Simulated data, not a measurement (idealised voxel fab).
The process module presented herein is designated voxel released beams.
Cross-section cut: width 205 nm, square cells of 5 nm.
A cross-section is a grid of square cells, given in bands from the top down. A band is one or more rows of cells. Basically the band line says how high the top is and how high the bottom is, in nm, and then what's in it from left to right, every material with its width in nm. Empty space shows up as "blank", and if a single material carries "everywhere" it runs the full band edge to edge. Measure heights from 0. That's the level where, below it, the as-received wafer is all one material. The lowest band is bottomless and extends downward; write it as in "z 0 and below". A two-number width, for instance "30..40", indicates that the width is equal to the first number in the top row of the band and to the second number in the bottom row, and that it changes by a constant amount per row of cells. Given "stayed the same" for a step, no cell of the cross-section differs between before and after that step. Look at "Sealed void list" for the closed voids: empty spaces with no open path to the top, sized 8 cells or up. Each is width x height at distance, distance from the left edge, all nm. What comes after the settings on a step's line is commentary from the simulator itself on that step. Among the settings permitted on a step's line is "overlay nm"; applied to a step with a mask, it specifies the extent to which the mask lay to the right of its planned position, whereas a negative figure signifies a position to the left.
Process steps (planned):
- 1: RECEIVE, material Si
- 2: CONFORMAL_DEP, material Al2O3, thk nm 10
- 3: DIRECTIONAL_DEP, material SiO2, thk nm 20
- 4: PATTERN, tone open, mask id ANCHOR, material resist, width nm 35, thk nm 20, overlay nm 0
- 5: DIRECTIONAL_ETCH, etch materials SiO2, depth nm 20
- 6: STRIP, etch materials resist
- 7: CONFORMAL_DEP, material SiN, thk nm 10
- 8: PATTERN, tone cover, mask id BEAM, material resist, width nm 110, thk nm 15, overlay nm 0
- 9: DIRECTIONAL_ETCH, etch materials SiN, depth nm 10
- 10: STRIP, etch materials resist
- 11: STRIP, etch materials SiO2
The following pertains to the first of two wafers, which was processed as planned:
Received-state cross-section, reflecting completion of step 1:
* z 0 and below  Si everywhere
* Sealed void list: none
Cross-sectional representation of the wafer at the conclusion of step 2:
* z 10 to 0  Al2O3 everywhere
* below 0: unchanged
Cross-sectional representation of the wafer at the conclusion of step 3:
* z 30 to 10  SiO2 everywhere
* below 10: unchanged
Cross-sectional representation of the wafer at the conclusion of step 4:
* z 50 to 30  resist 50 nm | blank 35 nm | resist 120 nm
* below 30: unchanged
Cross-sectional representation of the wafer at the conclusion of step 5:
* z 50 to 30  resist 50 nm | blank 35 nm | resist 120 nm
* z 30 to 10  SiO2 50 nm | blank 35 nm | SiO2 120 nm
* below 10: unchanged
Cross-sectional representation of the wafer at the conclusion of step 6:
* z 30 to 10  SiO2 50 nm | blank 35 nm | SiO2 120 nm
* below 10: unchanged
Cross-sectional representation of the wafer at the conclusion of step 7:
* z 40 to 30  SiN 60 nm | blank 15 nm | SiN 130 nm
* z 30 to 20  SiO2 50 nm | SiN 10 nm | blank 15 nm | SiN 10 nm | SiO2 120 nm
* z 20 to 10  SiO2 50 nm | SiN 35 nm | SiO2 120 nm
* below 10: unchanged
Cross-sectional representation of the wafer at the conclusion of step 8:
* z 55 to 40  blank 45 nm | resist 110 nm | blank 50 nm
* z 40 to 30  SiN 60 nm | resist 15 nm | SiN 130 nm
* z 30 to 20  SiO2 50 nm | SiN 10 nm | resist 15 nm | SiN 10 nm | SiO2 120 nm
* below 20: unchanged
Cross-sectional representation of the wafer at the conclusion of step 9:
* z 55 to 40  blank 45 nm | resist 110 nm | blank 50 nm
* z 40 to 30  blank 45 nm | SiN 15 nm | resist 15 nm | SiN 80 nm | blank 50 nm
* below 30: unchanged
Cross-sectional representation of the wafer at the conclusion of step 10:
* z 40 to 30  blank 45 nm | SiN 15 nm | blank 15 nm | SiN 80 nm | blank 50 nm
* z 30 to 20  SiO2 50 nm | SiN 10 nm | blank 15 nm | SiN 10 nm | SiO2 120 nm
* below 20: unchanged
Cross-sectional representation of the wafer at the conclusion of step 11:
* z 40 to 30  blank 45 nm | SiN 15 nm | blank 15 nm | SiN 80 nm | blank 50 nm
* z 30 to 20  blank 50 nm | SiN 10 nm | blank 15 nm | SiN 10 nm | blank 120 nm
* z 20 to 10  blank 50 nm | SiN 35 nm | blank 120 nm
* below 10: unchanged
Wafer two. Same start, same plan, one slip in execution. Same as wafer one through step 5, inclusive:
Second wafer, section view, time point: scheduled end of step 6:
* z 0 and below  Si everywhere
Second wafer, section view, time point: scheduled end of step 7:
* z 10 to 0  SiN everywhere
* below 0: unchanged
Second wafer, section view, time point: scheduled end of step 8:
* z 25 to 10  blank 45 nm | resist 110 nm | blank 50 nm
* below 10: unchanged
Second wafer, section view, time point: scheduled end of step 9:
* z 25 to 10  blank 45 nm | resist 110 nm | blank 50 nm
* z 10 to 0  blank 45 nm | SiN 110 nm | blank 50 nm
* below 0: unchanged
Second wafer, section view, time point: scheduled end of step 10:
* z 10 to 0  blank 45 nm | SiN 110 nm | blank 50 nm
* below 0: unchanged
Second wafer, section view, time point: scheduled end of step 11: stayed the same
Want to know what went wrong? contrary to plan, step 6 was performed as STRIP, etch materials Al2O3
Final comparison by cell count, materials where the second wafer has more or fewer than the first: 82 fewer of Al2O3, 16 fewer of SiN
